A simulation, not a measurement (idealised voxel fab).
process module | voxel self aligned vias
cross-section cut | 225 nm wide | cells 5 nm
A cross-section is a grid of square cells, given in bands from the top down. A band is one or more rows of cells.
Each band's line starts with the height of the band's top and of its bottom, in nm. Then come its materials from left to right, each with its width in nm. One material with "throughout" fills the band from edge to edge. "air" is empty space.
Height 0 is the level under which the wafer as received is all one material. The lowest band goes on downwards, as in "0 down".
A width such as "30 to 40" changes by the same amount from each row of cells to the next, from the band's top row to its bottom row.
"no change" after a step means that no cell of the cross-section changed.
closed voids: empty space of 8 cells or more with no open way to the top, each as width x height at its distance from the left edge, in nm
after a step's settings: what the simulator itself notes on the step
overlay nm, on a step with a mask: how far to the right of its planned place the mask lay; to the left if negative
plan
1 op RECEIVE | material Si
2 op CONFORMAL_DEP | material SiO2 | thk nm 10
3 op CONFORMAL_DEP | material SiCN | thk nm 5
4 op DIRECTIONAL_DEP | material lowk | thk nm 20
5 op DIRECTIONAL_DEP | material aC | thk nm 10
6 op PATTERN | tone open | mask id LINES | material resist | width nm 20 | pitch nm 55 | thk nm 25 | overlay nm 0
7 op DIRECTIONAL_ETCH | etch materials aC | depth nm 10
8 op STRIP | etch materials resist
9 op DIRECTIONAL_ETCH | etch materials lowk | depth nm 20
10 op STRIP | etch materials aC
11 op CONFORMAL_DEP | material TiN | thk nm 5
12 op FILL_DEP | material Ru | thk nm 10
13 op CMP | height nm 35
14 op SELECTIVE_ETCH | etch materials W Ru TiN | depth nm 5
15 op FILL_DEP | material SiN | thk nm 10
16 op CMP | height nm 35
17 op DIRECTIONAL_DEP | material lowk | thk nm 15
18 op DIRECTIONAL_DEP | material aC | thk nm 10
19 op PATTERN | tone open | mask id VIAS | material resist | width nm 40 | pitch nm 110 | thk nm 25 | overlay nm 0
20 op DIRECTIONAL_ETCH | etch materials aC | depth nm 10
21 op STRIP | etch materials resist
22 op DIRECTIONAL_ETCH | etch materials lowk | depth nm 15
23 op DIRECTIONAL_ETCH | etch materials SiN | depth nm 5
24 op STRIP | etch materials aC
25 op CONFORMAL_DEP | material TiN | thk nm 5
26 op FILL_DEP | material Ru | thk nm 10
27 op CMP | height nm 50
28 op CONFORMAL_DEP | material SiCN | thk nm 5
as received, after step 1
  0 down: Si throughout
  closed voids: none
a wafer at the end: this start, this plan, one mistake
  55 to 50: SiO2 throughout
  50 to 40: lowk 35 | TiN 5 | Ru 30 | TiN 5 | lowk 70 | TiN 5 | Ru 30 | TiN 5 | lowk 40
  40 to 35: lowk 35 | TiN 15 | Ru 10 | TiN 15 | lowk 70 | TiN 15 | Ru 10 | TiN 15 | lowk 40
  35 to 30: lowk 45 | TiN 20 | lowk 35 | SiN 20 | lowk 35 | TiN 20 | lowk 50
  30 to 20: lowk 45 | TiN 5 | Ru 10 | TiN 5 | lowk 35 | TiN 5 | Ru 10 | TiN 5 | lowk 35 | TiN 5 | Ru 10 | TiN 5 | lowk 50
  20 to 15: lowk 45 | TiN 20 | lowk 35 | TiN 20 | lowk 35 | TiN 20 | lowk 50
  15 to 10: SiCN throughout
  10 to 0: SiO2 throughout
  0 down: Si throughout
  closed voids: none
what went wrong: step 28 ran as: op CONFORMAL_DEP | material SiO2 | thk nm 5
